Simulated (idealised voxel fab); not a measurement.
Process module name: voxel self aligned contacts
The figure presents cross-section cut, which has a width of 270 nm and is divided into square cells with an edge length of 5 nm.
In what follows, cross-sections appear as grids of square cells, described through bands that run from the top down, where every band is one or more rows of cells. Look at the band entry: it leads with the top's height and the bottom's height in nm. Then it lists the materials left to right, with a width in nm for each. The word "all across" on a single material says that material fills the band edge to edge. The word "blank" is empty space. The level at which height equals 0 is the one under which the wafer, as it arrives, is entirely one material. No lower edge exists for the bottom band, which continues downward and is notated as in "0 -> down". Width: "30..40" (first number = top row, second number = bottom row, same change from row to row of cells). Any step labelled "nothing altered" changed none of the cells in the cross-section. The label "Enclosed void entries" introduces a list of the empty spaces, 8 cells or larger, that have no open way up to the top; each entry in it reads width x height at distance, where the distance is taken from the left edge and all three are stated in nm. Read whatever lies past the settings on a step's line as the simulator's own remark about the step. "overlay nm" on a masked step: distance the mask lay right of its planned place, negative for left.

**List of planned process steps**
1. RECEIVE (material Si)
2. OXIDIZE (depth nm 5)
3. DIRECTIONAL_DEP (material polySi; thk nm 25)
4. DIRECTIONAL_DEP (material SiN; thk nm 15)
5. PATTERN (tone cover; mask id GATE; material resist; width nm 25; pitch nm 70; thk nm 20; overlay nm 0)
6. DIRECTIONAL_ETCH (etch materials SiN; depth nm 20)
7. DIRECTIONAL_ETCH (etch materials polySi; depth nm 25)
8. STRIP (etch materials resist)
9. CONFORMAL_DEP (material SiN; thk nm 10)
10. DIRECTIONAL_ETCH (etch materials SiN; depth nm 10)
11. FILL_DEP (material SiO2; thk nm 10)
12. CMP (height nm 50)
13. PATTERN (tone open; mask id CONTACT; material resist; width nm 55; pitch nm 70; thk nm 15; overlay nm 0)
14. DIRECTIONAL_ETCH (etch materials SiO2; depth nm 55)
15. STRIP (etch materials resist)
16. CONFORMAL_DEP (material TiN; thk nm 5)
17. FILL_DEP (material W; thk nm 10)
18. CMP (height nm 50)
19. CONFORMAL_DEP (material SiN; thk nm 5)
Across this set of wafers, the varied parameter is the thk nm of step 4. Starting conditions are identical for every wafer, and the plan reports the value assigned to the first wafer.

**First wafer of several, as received: cross-section after step 1**
* 0 -> down: Si all across
* Enclosed void entries: none

**End of the module, past its last step, step 19: how the first of several wafers looks in cross-section**
* 55 -> 50: SiN all across
* 50 -> 40: 70 of SiO2, then 5..20 of TiN, then 45..15 of W, then 5..20 of TiN, then 15 of SiO2, then 5..20 of TiN, then 45..15 of W, then 5..20 of TiN, then 75 of SiO2
* 40 -> 25: 40 of SiO2, then 45 of SiN, then 5 of TiN, then 15 of W, then 5 of TiN, then 45 of SiN, then 5 of TiN, then 15 of W, then 5 of TiN, then 45 of SiN, then 45 of SiO2
* 25 -> 0: 40 of SiO2, then 10 of SiN, then 25 of polySi, then 10 of SiN, then 5 of TiN, then 15 of W, then 5 of TiN, then 10 of SiN, then 25 of polySi, then 10 of SiN, then 5 of TiN, then 15 of W, then 5 of TiN, then 10 of SiN, then 25 of polySi, then 10 of SiN, then 45 of SiO2
* 0 -> -5: 85 of SiO2, then 25 of TiN, then 45 of SiO2, then 25 of TiN, then 90 of SiO2
* -5 -> down: Si all across
* Enclosed void entries: none

**X-section, last wafer, module end**
* 55 -> 50: SiN all across
* 50 -> 45: 40 of SiO2, then 45 of SiN, then 5 of TiN, then 15 of W, then 5 of TiN, then 45 of SiN, then 5 of TiN, then 15 of W, then 5 of TiN, then 45 of SiN, then 45 of SiO2
* 45 -> 40: 40 of SiO2, then 45 of SiN, then 25 of TiN, then 45 of SiN, then 25 of TiN, then 45 of SiN, then 45 of SiO2
* 40 -> 25: SiN all across
* 25 -> 0: polySi all across
* 0 -> -5: SiO2 all across
* -5 -> down: Si all across
* Enclosed void entries: none

**Tabulated below, wafer by wafer, are the end-of-module results: for each material, the number of cells gained (+) or lost (-) relative to the as-received state, followed by the closed voids**
thk nm 15 | -54 Si | +195 SiN | +244 SiO2 | +62 TiN | +72 W | +75 polySi | Enclosed void entries: none
thk nm 20 | -54 Si | +222 SiN | +229 SiO2 | +62 TiN | +60 W | +75 polySi | Enclosed void entries: none
thk nm 25 | -54 Si | +216 SiN | +122 SiO2 | +22 TiN | +18 W | +270 polySi | Enclosed void entries: none
thk nm 30 | -54 Si | +243 SiN | +105 SiO2 | +18 TiN | +12 W | +270 polySi | Enclosed void entries: none
thk nm 35 | -54 Si | +270 SiN | +88 SiO2 | +14 TiN | +6 W | +270 polySi | Enclosed void entries: none
